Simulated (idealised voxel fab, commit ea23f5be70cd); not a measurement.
Presented below is a process module, voxel self aligned vias.
The figure presents cross-section cut, which has a width of 210 nm and is divided into square cells with an edge length of 5 nm.
A cross-section in this document is a grid of square cells, and it is written down as bands, the top band listed before the ones below it; a band is made up of one or more rows of cells.
Read a band's entry like this: the first values are the height of its top and the height of its bottom in nm, and what follows is the sequence of materials from left to right, each with its width in nm. Note that "blank" is empty space, and that a single material marked "full width" reaches across the band from edge to edge.
Height datum 0, below which the as-received substrate wafer is one material. Lowest band open at the bottom, running downward: "0 and below".
With a width like "30..40", each row of cells in the band differs from the next by the same amount, the top row carrying the first number and the bottom row the second.
Step note "nothing was modified" = no cross-section cell changed.
Empty spaces counting at least 8 cells and having no open way to the top are listed in "Fully enclosed voids". The notation width x height at distance is used for each, the distance being from the left edge and all three values in nm.
Where a step's line continues beyond its settings, the continuation is a remark by the simulator itself on that step.
Regarding "overlay nm": on a step with a mask, it is the distance the mask lay to the right of its planned place; a negative value places it to the left.

These are the steps we planned for the process
1: RECEIVE,material Si
2: CONFORMAL_DEP,material SiO2,thk nm 10
3: CONFORMAL_DEP,material SiCN,thk nm 5
4: DIRECTIONAL_DEP,material lowk,thk nm 30
5: PATTERN,tone open,mask id LINES,material resist,width nm 20,pitch nm 55,thk nm 15,overlay nm 0
6: DIRECTIONAL_ETCH,etch materials lowk,depth nm 30
7: STRIP,etch materials resist
8: CONFORMAL_DEP,material TiN,thk nm 5
9: FILL_DEP,material W,thk nm 10
10: CMP,height nm 45
11: SELECTIVE_ETCH,etch materials W Ru TiN,depth nm 10
12: FILL_DEP,material SiN,thk nm 5
13: CMP,height nm 45
14: DIRECTIONAL_DEP,material lowk,thk nm 20
15: MASKED_ETCH,tone open,mask id VIAS,width nm 40,etch materials lowk,depth nm 20,overlay nm 0
16: MASKED_ETCH,tone open,mask id VIAS,width nm 40,etch materials SiN,depth nm 10,overlay nm 0
17: CONFORMAL_DEP,material TiN,thk nm 5
18: FILL_DEP,material W,thk nm 10
19: CMP,height nm 65
20: CONFORMAL_DEP,material SiCN,thk nm 5

Cross-section: wafer on arrival = after step 1
0 and below: Si full width
Fully enclosed voids: none

Cross-sectional result after module completion. Note: starting condition and plan are unchanged from above; one processing mistake was made
70 down to 65: SiCN full width
65 down to 50: lowk: 55 | TiN: 5 | Ru: 30 | TiN: 5 | lowk: 115
50 down to 45: lowk: 55 | TiN: 15 | Ru: 10 | TiN: 15 | lowk: 115
45 down to 40: lowk: 65 | TiN: 5 | Ru: 10 | TiN: 5 | lowk: 35 | SiN: 20 | lowk: 70
40 down to 35: lowk: 65 | TiN: 20 | lowk: 35 | SiN: 20 | lowk: 70
35 down to 20: lowk: 65 | TiN: 5 | W: 10 | TiN: 5 | lowk: 35 | TiN: 5 | W: 10 | TiN: 5 | lowk: 70
20 down to 15: lowk: 65 | TiN: 20 | lowk: 35 | TiN: 20 | lowk: 70
15 down to 10: SiCN full width
10 down to 0: SiO2 full width
0 and below: Si full width
Fully enclosed voids: none
Diagnosis: step 18 ran with different settings than intended, the actual operation and settings being FILL_DEP,material Ru,thk nm 10
